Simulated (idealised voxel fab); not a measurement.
Process module, titled voxel double patterning
For reference, the cross-section in this document is cut, with width 150 nm and square cells of 5 nm.
Bands, listed from the top down, are how a cross-section gets written in this document; the cross-section itself is a grid of square cells, and a band is one or more rows of them.
In this notation a band is specified by the heights of its top and bottom, in that order and in nm, after which its materials appear from left to right, each paired with its width in nm. The word "all across" attached to a single material means that material fills the band from edge to edge; the word "empty" stands for empty space.
Ref level 0: as-received wafer is one material below here. Bottom band extends down with no lower bound ("top 0, no bottom").
Top row gets the first number, bottom row gets the second, and each row in between changes by the same step: that is how a band width like "30..40" works.
Given "everything unchanged" for a step, no cell of the cross-section differs between before and after that step.
"Entrapped void list" - sealed voids, min. 8 cells, no opening to top; format: width x height at distance (distance from left edge; nm throughout).
Step line, after settings: the simulator's comment on this step.
Steps that use a mask can have "overlay nm" on their line. It says how far the mask sat to the right of where it was meant to be. Negative means to the left.

## Process steps foreseen in the plan
1: op RECEIVE | material Si
2: op CONFORMAL_DEP | material SiN | thk nm 5
3: op DIRECTIONAL_DEP | material SiO2 | thk nm 20
4: op DIRECTIONAL_DEP | material SiCN | thk nm 5
5: op DIRECTIONAL_DEP | material aC | thk nm 10
6: op PATTERN | tone open | mask id FIRST | material resist | width nm 15 | pitch nm 50 | thk nm 25 | overlay nm 0
7: op DIRECTIONAL_ETCH | etch materials aC | depth nm 10
8: op STRIP | etch materials resist
9: op DIRECTIONAL_ETCH | etch materials SiCN | depth nm 5
10: op STRIP | etch materials aC
11: op PATTERN | tone open | mask id SECOND | material resist | width nm 15 | pitch nm 50 | thk nm 15 | overlay nm 0
12: op DIRECTIONAL_ETCH | etch materials SiCN | depth nm 5
13: op STRIP | etch materials resist
14: op DIRECTIONAL_ETCH | etch materials SiO2 | depth nm 20
15: op STRIP | etch materials SiCN
Every wafer here starts from the same state; it is the step 11 width nm that distinguishes them, and the value the plan gives belongs to the first wafer.

## Cross-section of the first of several wafers as received (after step 1)
- top 0, no bottom = Si all across
- Entrapped void list: none

## The table below has one row for each wafer; a row shows, as of the end of the module, how many cells of each material the wafer has gained, marked (+), or lost, marked (-), since it was received, and then the wafer's closed voids
width nm 15; +30 SiN; +60 SiO2; Entrapped void list: none
width nm 20; +30 SiN; +52 SiO2; Entrapped void list: none
width nm 25; +30 SiN; +44 SiO2; Entrapped void list: none
width nm 30; +30 SiN; +36 SiO2; Entrapped void list: none
